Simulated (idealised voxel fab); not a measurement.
Proc. module: voxel gate over fins
Cross-section cut: width 235 nm, square cells of 5 nm.
In this document a cross-section is written as a grid of square cells. It is given as a series of bands, listed from the top down, and a band is one or more rows of cells.
The entry gives the band's vertical extent as a top height and a bottom height in nm, then its horizontal make-up as materials from left to right, each with a width in nm. "empty" stands for empty space; a single material marked "throughout" fills the band edge to edge.
All heights in this document are referenced to 0, defined as the level beneath which the wafer, as received, consists entirely of one material. The lowest band is not bounded below; it extends indefinitely downward and is written in the form "z 0 and below".
The notation "30..40" denotes a width that varies across the rows of cells in the band, beginning at the first number in the top row, finishing at the second number in the bottom row, and changing by an identical amount from each row to the next.
It should be understood that the words "changes: none", when stated for a given step, signify that the cross-section underwent no change in any of its cells during that step.
Heads up: "Enclosed void inventory" only lists the empty pockets with no open path to the top that are 8 cells or more, and it writes them as width x height at distance, distance from the left edge, in nm.
Post-settings text on a step line: simulator's own remark regarding the step.
overlay nm: mask right of planned place by this much (step with mask). Neg. = left.
Set out below are the planned steps of the process
1. RECEIVE,material Si
2. CONFORMAL_DEP,material SiN,thk nm 5
3. MASKED_ETCH,tone cover,mask id FINS,width nm 15,pitch nm 50,etch materials SiN,depth nm 5,overlay nm 0
4. MASKED_ETCH,tone cover,mask id FINS,width nm 15,pitch nm 50,etch materials Si,depth nm 35,overlay nm 0
5. FILL_DEP,material SiO2,thk nm 10
6. CMP,height nm 5
7. DIRECTIONAL_DEP,material aC,thk nm 10
8. PATTERN,tone open,mask id RAIL,material resist,width nm 15,thk nm 30,overlay nm 0
9. DIRECTIONAL_ETCH,etch materials aC,depth nm 10
10. STRIP,etch materials resist
11. DIRECTIONAL_ETCH,etch materials SiO2,depth nm 35
12. STRIP,etch materials aC
13. CONFORMAL_DEP,material TiN,thk nm 5
14. FILL_DEP,material W,thk nm 10
15. CMP,height nm 5
16. SELECTIVE_ETCH,etch materials W Ru TiN,depth nm 20
17. FILL_DEP,material SiO2,thk nm 5
18. CMP,height nm 5
19. SELECTIVE_ETCH,etch materials SiO2,depth nm 15
20. STRIP,etch materials SiN
21. CONFORMAL_DEP,material HfO2,thk nm 5
22. CONFORMAL_DEP,material TiN,thk nm 5
23. CONFORMAL_DEP,material TiAl,thk nm 5
24. CONFORMAL_DEP,material TiN,thk nm 5
25. FILL_DEP,material W,thk nm 15
26. CMP,height nm 30
27. CONFORMAL_DEP,material SiCN,thk nm 10
First of two wafers, processed according to plan
Cross-section of the wafer at receipt, which is the condition after step 1
- z 0 and below = Si throughout
- Enclosed void inventory: none
The wafer in cross-section once step 2 is complete
- z 5 to 0 = SiN throughout
- At heights below 0, the structure remains unaltered.
The wafer in cross-section once step 3 is complete
- z 5 to 0 = empty 35 / SiN 15 / empty 35 / SiN 15 / empty 35 / SiN 15 / empty 35 / SiN 15 / empty 35
- At heights below 0, the structure remains unaltered.
The wafer in cross-section once step 4 is complete
- z 5 to 0 = empty 35 / SiN 15 / empty 35 / SiN 15 / empty 35 / SiN 15 / empty 35 / SiN 15 / empty 35
- z 0 to -35 = empty 35 / Si 15 / empty 35 / Si 15 / empty 35 / Si 15 / empty 35 / Si 15 / empty 35
- At heights below -35, the structure remains unaltered.
The wafer in cross-section once step 5 is complete
- z 15 to 5 = SiO2 throughout
- z 5 to 0 = SiO2 35 / SiN 15 / SiO2 35 / SiN 15 / SiO2 35 / SiN 15 / SiO2 35 / SiN 15 / SiO2 35
- z 0 to -35 = SiO2 35 / Si 15 / SiO2 35 / Si 15 / SiO2 35 / Si 15 / SiO2 35 / Si 15 / SiO2 35
- At heights below -35, the structure remains unaltered.
The wafer in cross-section once step 6 is complete
- z 5 to 0 = SiO2 35 / SiN 15 / SiO2 35 / SiN 15 / SiO2 35 / SiN 15 / SiO2 35 / SiN 15 / SiO2 35
- At heights below 0, the structure remains unaltered.
The wafer in cross-section once step 7 is complete
- z 15 to 5 = aC throughout
- At heights below 5, the structure remains unaltered.
The wafer in cross-section once step 8 is complete
- z 45 to 15 = resist 60 / empty 15 / resist 160
- At heights below 15, the structure remains unaltered.
The wafer in cross-section once step 9 is complete
- z 35 to 15 = resist 60 / empty 15 / resist 160
- z 15 to 5 = aC 60 / empty 15 / aC 160
- At heights below 5, the structure remains unaltered.
The wafer in cross-section once step 10 is complete
- z 15 to 5 = aC 60 / empty 15 / aC 160
- At heights below 5, the structure remains unaltered.
The wafer in cross-section once step 11 is complete
- z 15 to 5 = aC 60 / empty 15 / aC 160
- z 5 to 0 = SiO2 35 / SiN 15 / SiO2 10 / empty 15 / SiO2 10 / SiN 15 / SiO2 35 / SiN 15 / SiO2 35 / SiN 15 / SiO2 35
- z 0 to -30 = SiO2 35 / Si 15 / SiO2 10 / empty 15 / SiO2 10 / Si 15 / SiO2 35 / Si 15 / SiO2 35 / Si 15 / SiO2 35
- At heights below -30, the structure remains unaltered.
The wafer in cross-section once step 12 is complete
- z 5 to 0 = SiO2 35 / SiN 15 / SiO2 10 / empty 15 / SiO2 10 / SiN 15 / SiO2 35 / SiN 15 / SiO2 35 / SiN 15 / SiO2 35
- At heights below 0, the structure remains unaltered.
The wafer in cross-section once step 13 is complete
- z 10 to 5 = TiN 65 / empty 5 / TiN 165
- z 5 to 0 = SiO2 35 / SiN 15 / SiO2 10 / TiN 5 / empty 5 / TiN 5 / SiO2 10 / SiN 15 / SiO2 35 / SiN 15 / SiO2 35 / SiN 15 / SiO2 35
- z 0 to -25 = SiO2 35 / Si 15 / SiO2 10 / TiN 5 / empty 5 / TiN 5 / SiO2 10 / Si 15 / SiO2 35 / Si 15 / SiO2 35 / Si 15 / SiO2 35
- z -25 to -30 = SiO2 35 / Si 15 / SiO2 10 / TiN 15 / SiO2 10 / Si 15 / SiO2 35 / Si 15 / SiO2 35 / Si 15 / SiO2 35
- At heights below -30, the structure remains unaltered.
The wafer in cross-section once step 14 is complete
- z 20 to 10 = W throughout
- z 10 to 5 = TiN 65 / W 5 / TiN 165
- z 5 to 0 = SiO2 35 / SiN 15 / SiO2 10 / TiN 5 / W 5 / TiN 5 / SiO2 10 / SiN 15 / SiO2 35 / SiN 15 / SiO2 35 / SiN 15 / SiO2 35
- z 0 to -25 = SiO2 35 / Si 15 / SiO2 10 / TiN 5 / W 5 / TiN 5 / SiO2 10 / Si 15 / SiO2 35 / Si 15 / SiO2 35 / Si 15 / SiO2 35
- At heights below -25, the structure remains unaltered.
The wafer in cross-section once step 15 is complete
- z 5 to 0 = SiO2 35 / SiN 15 / SiO2 10 / TiN 5 / W 5 / TiN 5 / SiO2 10 / SiN 15 / SiO2 35 / SiN 15 / SiO2 35 / SiN 15 / SiO2 35
- At heights below 0, the structure remains unaltered.
The wafer in cross-section once step 16 is complete
- z 5 to 0 = SiO2 35 / SiN 15 / SiO2 10 / empty 15 / SiO2 10 / SiN 15 / SiO2 35 / SiN 15 / SiO2 35 / SiN 15 / SiO2 35
- z 0 to -15 = SiO2 35 / Si 15 / SiO2 10 / empty 15 / SiO2 10 / Si 15 / SiO2 35 / Si 15 / SiO2 35 / Si 15 / SiO2 35
- At heights below -15, the structure remains unaltered.
The wafer in cross-section once step 17 is complete
- z 10 to 5 = SiO2 throughout
- z 5 to 0 = SiO2 35 / SiN 15 / SiO2 35 / SiN 15 / SiO2 35 / SiN 15 / SiO2 35 / SiN 15 / SiO2 35
- z 0 to -15 = SiO2 35 / Si 15 / SiO2 35 / Si 15 / SiO2 35 / Si 15 / SiO2 35 / Si 15 / SiO2 35
- At heights below -15, the structure remains unaltered.
The wafer in cross-section once step 18 is complete
- z 5 to 0 = SiO2 35 / SiN 15 / SiO2 35 / SiN 15 / SiO2 35 / SiN 15 / SiO2 35 / SiN 15 / SiO2 35
- At heights below 0, the structure remains unaltered.
The wafer in cross-section once step 19 is complete
- z 5 to 0 = empty 35 / SiN 15 / empty 35 / SiN 15 / empty 35 / SiN 15 / empty 35 / SiN 15 / empty 35
- z 0 to -10 = empty 35 / Si 15 / empty 35 / Si 15 / empty 35 / Si 15 / empty 35 / Si 15 / empty 35
- At heights below -10, the structure remains unaltered.
The wafer in cross-section once step 20 is complete
- z 0 to -10 = empty 35 / Si 15 / empty 35 / Si 15 / empty 35 / Si 15 / empty 35 / Si 15 / empty 35
- At heights below -10, the structure remains unaltered.
The wafer in cross-section once step 21 is complete
- z 5 to 0 = empty 30 / HfO2 25 / empty 25 / HfO2 25 / empty 25 / HfO2 25 / empty 25 / HfO2 25 / empty 30
- z 0 to -5 = empty 30 / HfO2 5 / Si 15 / HfO2 5 / empty 25 / HfO2 5 / Si 15 / HfO2 5 / empty 25 / HfO2 5 / Si 15 / HfO2 5 / empty 25 / HfO2 5 / Si 15 / HfO2 5 / empty 30
- z -5 to -10 = HfO2 35 / Si 15 / HfO2 35 / Si 15 / HfO2 35 / Si 15 / HfO2 35 / Si 15 / HfO2 35
- At heights below -10, the structure remains unaltered.
The wafer in cross-section once step 22 is complete
- z 10 to 5 = empty 25 / TiN 35 / empty 15 / TiN 35 / empty 15 / TiN 35 / empty 15 / TiN 35 / empty 25
- z 5 to 0 = empty 25 / TiN 5 / HfO2 25 / TiN 5 / empty 15 / TiN 5 / HfO2 25 / TiN 5 / empty 15 / TiN 5 / HfO2 25 / TiN 5 / empty 15 / TiN 5 / HfO2 25 / TiN 5 / empty 25
- z 0 to -5 = TiN 30 / HfO2 5 / Si 15 / HfO2 5 / TiN 25 / HfO2 5 / Si 15 / HfO2 5 / TiN 25 / HfO2 5 / Si 15 / HfO2 5 / TiN 25 / HfO2 5 / Si 15 / HfO2 5 / TiN 30
- At heights below -5, the structure remains unaltered.
The wafer in cross-section once step 23 is complete
- z 15 to 10 = empty 20 / TiAl 45 / empty 5 / TiAl 45 / empty 5 / TiAl 45 / empty 5 / TiAl 45 / empty 20
- z 10 to 5 = empty 20 / TiAl 5 / TiN 35 / TiAl 5 / empty 5 / TiAl 5 / TiN 35 / TiAl 5 / empty 5 / TiAl 5 / TiN 35 / TiAl 5 / empty 5 / TiAl 5 / TiN 35 / TiAl 5 / empty 20
- z 5 to 0 = TiAl 25 / TiN 5 / HfO2 25 / TiN 5 / TiAl 15 / TiN 5 / HfO2 25 / TiN 5 / TiAl 15 / TiN 5 / HfO2 25 / TiN 5 / TiAl 15 / TiN 5 / HfO2 25 / TiN 5 / TiAl 25
- At heights below 0, the structure remains unaltered.
The wafer in cross-section once step 24 is complete
- z 20 to 15 = empty 15 / TiN 205 / empty 15
- z 15 to 10 = empty 15 / TiN 5 / TiAl 45 / TiN 5 / TiAl 45 / TiN 5 / TiAl 45 / TiN 5 / TiAl 45 / TiN 5 / empty 15
- z 10 to 5 = TiN 20 / TiAl 5 / TiN 35 / TiAl 5 / TiN 5 / TiAl 5 / TiN 35 / TiAl 5 / TiN 5 / TiAl 5 / TiN 35 / TiAl 5 / TiN 5 / TiAl 5 / TiN 35 / TiAl 5 / TiN 20
- At heights below 5, the structure remains unaltered.
The wafer in cross-section once step 25 is complete
- z 35 to 20 = W throughout
- z 20 to 15 = W 15 / TiN 205 / W 15
- z 15 to 10 = W 15 / TiN 5 / TiAl 45 / TiN 5 / TiAl 45 / TiN 5 / TiAl 45 / TiN 5 / TiAl 45 / TiN 5 / W 15
- At heights below 10, the structure remains unaltered.
The wafer in cross-section once step 26 is complete
- z 30 to 20 = W throughout
- At heights below 20, the structure remains unaltered.
The wafer in cross-section once step 27 is complete
- z 40 to 30 = SiCN throughout
- At heights below 30, the structure remains unaltered.
The second wafer: identical to the first at the outset and in its planned sequence, differing only in that one mistake was made during processing; up to and including step 7, its path is the first wafer's path
Second wafer profile in section, at the moment step 8 of the plan was meant to be complete
- z 45 to 15 = empty 60 / resist 15 / empty 160
- At heights below 15, the structure remains unaltered.
Second wafer profile in section, at the moment step 9 of the plan was meant to be complete
- z 35 to 15 = empty 60 / resist 15 / empty 160
- z 15 to 5 = empty 60 / aC 15 / empty 160
- At heights below 5, the structure remains unaltered.
Second wafer profile in section, at the moment step 10 of the plan was meant to be complete
- z 15 to 5 = empty 60 / aC 15 / empty 160
- At heights below 5, the structure remains unaltered.
Second wafer profile in section, at the moment step 11 of the plan was meant to be complete
- z 15 to 5 = empty 60 / aC 15 / empty 160
- z 5 to 0 = empty 35 / SiN 15 / empty 10 / SiO2 15 / empty 10 / SiN 15 / empty 35 / SiN 15 / empty 35 / SiN 15 / empty 35
- z 0 to -30 = empty 35 / Si 15 / empty 10 / SiO2 15 / empty 10 / Si 15 / empty 35 / Si 15 / empty 35 / Si 15 / empty 35
- At heights below -30, the structure remains unaltered.
Second wafer profile in section, at the moment step 12 of the plan was meant to be complete
- z 5 to 0 = empty 35 / SiN 15 / empty 10 / SiO2 15 / empty 10 / SiN 15 / empty 35 / SiN 15 / empty 35 / SiN 15 / empty 35
- At heights below 0, the structure remains unaltered.
Second wafer profile in section, at the moment step 13 of the plan was meant to be complete
- z 10 to 5 = empty 30 / TiN 75 / empty 25 / TiN 25 / empty 25 / TiN 25 / empty 30
- z 5 to 0 = empty 30 / TiN 5 / SiN 15 / TiN 10 / SiO2 15 / TiN 10 / SiN 15 / TiN 5 / empty 25 / TiN 5 / SiN 15 / TiN 5 / empty 25 / TiN 5 / SiN 15 / TiN 5 / empty 30
- z 0 to -25 = empty 30 / TiN 5 / Si 15 / TiN 10 / SiO2 15 / TiN 10 / Si 15 / TiN 5 / empty 25 / TiN 5 / Si 15 / TiN 5 / empty 25 / TiN 5 / Si 15 / TiN 5 / empty 30
- z -25 to -30 = TiN 35 / Si 15 / TiN 10 / SiO2 15 / TiN 10 / Si 15 / TiN 35 / Si 15 / TiN 35 / Si 15 / TiN 35
- At heights below -30, the structure remains unaltered.
Second wafer profile in section, at the moment step 14 of the plan was meant to be complete
- z 20 to 10 = W throughout
- z 10 to 5 = W 30 / TiN 75 / W 25 / TiN 25 / W 25 / TiN 25 / W 30
- z 5 to 0 = W 30 / TiN 5 / SiN 15 / TiN 10 / SiO2 15 / TiN 10 / SiN 15 / TiN 5 / W 25 / TiN 5 / SiN 15 / TiN 5 / W 25 / TiN 5 / SiN 15 / TiN 5 / W 30
- z 0 to -25 = W 30 / TiN 5 / Si 15 / TiN 10 / SiO2 15 / TiN 10 / Si 15 / TiN 5 / W 25 / TiN 5 / Si 15 / TiN 5 / W 25 / TiN 5 / Si 15 / TiN 5 / W 30
- At heights below -25, the structure remains unaltered.
Second wafer profile in section, at the moment step 15 of the plan was meant to be complete
- z 5 to 0 = W 30 / TiN 5 / SiN 15 / TiN 10 / SiO2 15 / TiN 10 / SiN 15 / TiN 5 / W 25 / TiN 5 / SiN 15 / TiN 5 / W 25 / TiN 5 / SiN 15 / TiN 5 / W 30
- At heights below 0, the structure remains unaltered.
Second wafer profile in section, at the moment step 16 of the plan was meant to be complete
- z 5 to 0 = empty 35 / SiN 15 / empty 10 / SiO2 15 / empty 10 / SiN 15 / empty 35 / SiN 15 / empty 35 / SiN 15 / empty 35
- z 0 to -15 = empty 35 / Si 15 / empty 10 / SiO2 15 / empty 10 / Si 15 / empty 35 / Si 15 / empty 35 / Si 15 / empty 35
- At heights below -15, the structure remains unaltered.
Second wafer profile in section, at the moment step 17 of the plan was meant to be complete
- z 10 to 5 = SiO2 throughout
- z 5 to 0 = SiO2 35 / SiN 15 / SiO2 35 / SiN 15 / SiO2 35 / SiN 15 / SiO2 35 / SiN 15 / SiO2 35
- z 0 to -15 = SiO2 35 / Si 15 / SiO2 35 / Si 15 / SiO2 35 / Si 15 / SiO2 35 / Si 15 / SiO2 35
- At heights below -15, the structure remains unaltered.
Second wafer profile in section, at the moment step 18 of the plan was meant to be complete
- z 5 to 0 = SiO2 35 / SiN 15 / SiO2 35 / SiN 15 / SiO2 35 / SiN 15 / SiO2 35 / SiN 15 / SiO2 35
- At heights below 0, the structure remains unaltered.
Second wafer profile in section, at the moment step 19 of the plan was meant to be complete
- z 5 to 0 = empty 35 / SiN 15 / empty 35 / SiN 15 / empty 35 / SiN 15 / empty 35 / SiN 15 / empty 35
- z 0 to -10 = empty 35 / Si 15 / empty 35 / Si 15 / empty 35 / Si 15 / empty 35 / Si 15 / empty 35
- At heights below -10, the structure remains unaltered.
Second wafer profile in section, at the moment step 20 of the plan was meant to be complete
- z 0 to -10 = empty 35 / Si 15 / empty 35 / Si 15 / empty 35 / Si 15 / empty 35 / Si 15 / empty 35
- At heights below -10, the structure remains unaltered.
Second wafer profile in section, at the moment step 21 of the plan was meant to be complete
- z 5 to 0 = empty 30 / HfO2 25 / empty 25 / HfO2 25 / empty 25 / HfO2 25 / empty 25 / HfO2 25 / empty 30
- z 0 to -5 = empty 30 / HfO2 5 / Si 15 / HfO2 5 / empty 25 / HfO2 5 / Si 15 / HfO2 5 / empty 25 / HfO2 5 / Si 15 / HfO2 5 / empty 25 / HfO2 5 / Si 15 / HfO2 5 / empty 30
- z -5 to -10 = HfO2 35 / Si 15 / HfO2 35 / Si 15 / HfO2 35 / Si 15 / HfO2 35 / Si 15 / HfO2 35
- At heights below -10, the structure remains unaltered.
Second wafer profile in section, at the moment step 22 of the plan was meant to be complete
- z 10 to 5 = empty 25 / TiN 35 / empty 15 / TiN 35 / empty 15 / TiN 35 / empty 15 / TiN 35 / empty 25
- z 5 to 0 = empty 25 / TiN 5 / HfO2 25 / TiN 5 / empty 15 / TiN 5 / HfO2 25 / TiN 5 / empty 15 / TiN 5 / HfO2 25 / TiN 5 / empty 15 / TiN 5 / HfO2 25 / TiN 5 / empty 25
- z 0 to -5 = TiN 30 / HfO2 5 / Si 15 / HfO2 5 / TiN 25 / HfO2 5 / Si 15 / HfO2 5 / TiN 25 / HfO2 5 / Si 15 / HfO2 5 / TiN 25 / HfO2 5 / Si 15 / HfO2 5 / TiN 30
- At heights below -5, the structure remains unaltered.
Second wafer profile in section, at the moment step 23 of the plan was meant to be complete
- z 15 to 10 = empty 20 / TiAl 45 / empty 5 / TiAl 45 / empty 5 / TiAl 45 / empty 5 / TiAl 45 / empty 20
- z 10 to 5 = empty 20 / TiAl 5 / TiN 35 / TiAl 5 / empty 5 / TiAl 5 / TiN 35 / TiAl 5 / empty 5 / TiAl 5 / TiN 35 / TiAl 5 / empty 5 / TiAl 5 / TiN 35 / TiAl 5 / empty 20
- z 5 to 0 = TiAl 25 / TiN 5 / HfO2 25 / TiN 5 / TiAl 15 / TiN 5 / HfO2 25 / TiN 5 / TiAl 15 / TiN 5 / HfO2 25 / TiN 5 / TiAl 15 / TiN 5 / HfO2 25 / TiN 5 / TiAl 25
- At heights below 0, the structure remains unaltered.
Second wafer profile in section, at the moment step 24 of the plan was meant to be complete
- z 20 to 15 = empty 15 / TiN 205 / empty 15
- z 15 to 10 = empty 15 / TiN 5 / TiAl 45 / TiN 5 / TiAl 45 / TiN 5 / TiAl 45 / TiN 5 / TiAl 45 / TiN 5 / empty 15
- z 10 to 5 = TiN 20 / TiAl 5 / TiN 35 / TiAl 5 / TiN 5 / TiAl 5 / TiN 35 / TiAl 5 / TiN 5 / TiAl 5 / TiN 35 / TiAl 5 / TiN 5 / TiAl 5 / TiN 35 / TiAl 5 / TiN 20
- At heights below 5, the structure remains unaltered.
Second wafer profile in section, at the moment step 25 of the plan was meant to be complete
- z 35 to 20 = W throughout
- z 20 to 15 = W 15 / TiN 205 / W 15
- z 15 to 10 = W 15 / TiN 5 / TiAl 45 / TiN 5 / TiAl 45 / TiN 5 / TiAl 45 / TiN 5 / TiAl 45 / TiN 5 / W 15
- At heights below 10, the structure remains unaltered.
Second wafer profile in section, at the moment step 26 of the plan was meant to be complete
- z 30 to 20 = W throughout
- At heights below 20, the structure remains unaltered.
Second wafer profile in section, at the moment step 27 of the plan was meant to be complete
- z 40 to 30 = SiCN throughout
- At heights below 30, the structure remains unaltered.
Misprocessing identified: rather than as planned, step 8 actually ran as PATTERN,tone cover,mask id RAIL,material resist,width nm 15,thk nm 30,overlay nm 0
Count the cells at the end and the second wafer has more or fewer of some materials than the first: SiO2 -87 | TiN +45 | W +42
